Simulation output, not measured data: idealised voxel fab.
The following process module bears the name voxel transistor to metal.
Section cut is 270 nm wide and gridded with 5 nm square cells.
Throughout this document, each cross-section is represented as a grid of square cells and is presented as a sequence of bands enumerated from the top downward, where a band comprises one or more rows of cells.
What a band's entry tells you: where the top is and where the bottom is, as heights in nm, and after that what lies inside, material by material from left to right, each with its width in nm. Empty space is written as the word "empty", and a single material marked with the word "everywhere" occupies the band from edge to edge.
It should be noted that heights are counted from 0, beneath which the wafer as supplied is of one material throughout, and that the lowest band possesses no lower boundary but continues downward, as written in "z 0 and below".
Per-row width for "30..40": begins at first number (top row of band), ends at second number (bottom row), increment between rows held constant.
The designation "all unchanged", where it is given for a processing step, indicates that no cell of the cross-section was altered in the course of that step.
Enclosed voids (no open way to top), threshold 8 cells or more, entry "Sealed void inventory", notation width x height at distance, distance from left edge, nm.
On each step's line, the part that comes after the settings is the simulator's own comment on the step.
A step line may carry the setting "overlay nm", which, for steps involving a mask, states the distance by which the mask lay to the right of its intended position; negative values denote displacement to the left.

**Planned process steps**
- 1: RECEIVE (material Si)
- 2: CONFORMAL_DEP (material SiO2; thk nm 5)
- 3: CONFORMAL_DEP (material SiN; thk nm 15)
- 4: DIRECTIONAL_DEP (material aC; thk nm 10)
- 5: PATTERN (tone cover; mask id ACTIVE; material resist; width nm 105; pitch nm 135; thk nm 25; overlay nm 0)
- 6: DIRECTIONAL_ETCH (etch materials aC; depth nm 10)
- 7: STRIP (etch materials resist)
- 8: DIRECTIONAL_ETCH (etch materials SiN; depth nm 15)
- 9: DIRECTIONAL_ETCH (etch materials SiO2; depth nm 5)
- 10: DIRECTIONAL_ETCH (etch materials Si; depth nm 20)
- 11: STRIP (etch materials aC)
- 12: FILL_DEP (material SiO2; thk nm 5)
- 13: CMP (height nm 20)
- 14: SELECTIVE_ETCH (etch materials SiO2; depth nm 10)
- 15: STRIP (etch materials SiN)
- 16: SELECTIVE_ETCH (etch materials SiO2; depth nm 5)
- 17: OXIDIZE (depth nm 5)
- 18: DIRECTIONAL_DEP (material polySi; thk nm 30)
- 19: DIRECTIONAL_DEP (material SiCN; thk nm 10)
- 20: MASKED_ETCH (tone cover; mask id GATE; width nm 15; pitch nm 135; etch materials SiCN; depth nm 20; overlay nm 0)
- 21: MASKED_ETCH (tone cover; mask id GATE; width nm 15; pitch nm 135; etch materials polySi; depth nm 40; overlay nm 0)
- 22: CONFORMAL_DEP (material SiN; thk nm 10)
- 23: DIRECTIONAL_ETCH (etch materials SiN; depth nm 10)
- 24: DIRECTIONAL_ETCH (etch materials SiO2; depth nm 5)
- 25: DIRECTIONAL_ETCH (etch materials Si; depth nm 10)
- 26: EPI (material nSi; thk nm 10)
- 27: FILL_DEP (material SiO2; thk nm 10)
- 28: CMP (height nm 40)
- 29: DIRECTIONAL_DEP (material SiO2; thk nm 10)
- 30: PATTERN (tone open; mask id CONTACT; material resist; width nm 30; thk nm 15; overlay nm 0)
- 31: DIRECTIONAL_ETCH (etch materials SiO2; depth nm 55)
- 32: STRIP (etch materials resist)
- 33: CONFORMAL_DEP (material TiN; thk nm 5)
- 34: FILL_DEP (material W; thk nm 5)
- 35: CMP (height nm 50)
- 36: CONFORMAL_DEP (material SiCN; thk nm 5)
- 37: DIRECTIONAL_DEP (material lowk; thk nm 20)
- 38: PATTERN (tone open; mask id METAL_1; material resist; width nm 15; thk nm 20; overlay nm 0)
- 39: DIRECTIONAL_ETCH (etch materials lowk; depth nm 20)
- 40: DIRECTIONAL_ETCH (etch materials SiCN; depth nm 5)
- 41: STRIP (etch materials resist)
- 42: CONFORMAL_DEP (material TiN; thk nm 5)
- 43: FILL_DEP (material Cu; thk nm 5)
- 44: CMP (height nm 75)
- 45: EPI (material Ru; thk nm 5)
- 46: FILL_DEP (material SiCN; thk nm 5)

**As-received state of the wafer in cross-section, equivalent to post-step 1**
> z 0 and below | Si everywhere
> Sealed void inventory: none

**Result of the module, cross-sectioned: start per above, plan per above, one error in how it was run**
> z 85 to 80 | SiCN everywhere
> z 80 to 75 | SiCN=20  Ru=25  SiCN=45  Ru=25  SiCN=40  Ru=25  SiCN=45  Ru=25  SiCN=20
> z 75 to 55 | lowk=25  TiN=5  Cu=5  TiN=5  lowk=55  TiN=5  Cu=5  TiN=5  lowk=50  TiN=5  Cu=5  TiN=5  lowk=55  TiN=5  Cu=5  TiN=5  lowk=25
> z 55 to 50 | SiCN=25  TiN=15  SiCN=55  TiN=15  SiCN=50  TiN=15  SiCN=55  TiN=15  SiCN=25
> z 50 to 40 | SiO2=25  TiN=5  W=20..15  TiN=5..10  SiO2=25  TiN=5..10  W=20..15  TiN=5  SiO2=50  TiN=5  W=20..15  TiN=5..10  SiO2=25  TiN=5..10  W=20..15  TiN=5  SiO2=25
> z 40 to 30 | SiO2=25  TiN=5  W=15  TiN=5  SiN=10  SiCN=15  SiN=10  TiN=5  W=15  TiN=5  SiO2=50  TiN=5  W=15  TiN=5  SiN=10  SiCN=15  SiN=10  TiN=5  W=15  TiN=5  SiO2=25
> z 30 to 10 | SiO2=25  TiN=5  W=15  TiN=5  SiN=10  polySi=15  SiN=10  TiN=5  W=15  TiN=5  SiO2=50  TiN=5  W=15  TiN=5  SiN=10  polySi=15  SiN=10  TiN=5  W=15  TiN=5  SiO2=25
> z 10 to 5 | SiO2=25  TiN=25  SiN=10  polySi=15  SiN=10  TiN=25  SiO2=50  TiN=25  SiN=10  polySi=15  SiN=10  TiN=25  SiO2=25
> z 5 to 0 | SiO2=10  SiN=10  nSi=10  TiN=10  nSi=10  SiN=10  polySi=15  SiN=10  nSi=10  TiN=10  nSi=10  SiN=10  SiO2=20  SiN=10  nSi=10  TiN=10  nSi=10  SiN=10  polySi=15  SiN=10  nSi=10  TiN=10  nSi=10  SiN=10  SiO2=10
> z 0 to -5 | SiO2=20  nSi=10  TiN=10  nSi=10  SiO2=35  nSi=10  TiN=10  nSi=10  SiO2=40  nSi=10  TiN=10  nSi=10  SiO2=35  nSi=10  TiN=10  nSi=10  SiO2=20
> z -5 to -15 | SiO2=15  Si=5  nSi=30  Si=35  nSi=30  Si=5  SiO2=30  Si=5  nSi=30  Si=35  nSi=30  Si=5  SiO2=15
> z -15 to -40 | SiO2=15  Si=105  SiO2=30  Si=105  SiO2=15
> z -40 and below | Si everywhere
> Sealed void inventory: none
Against the plan, the run slipped here: plan step 10 ran twice
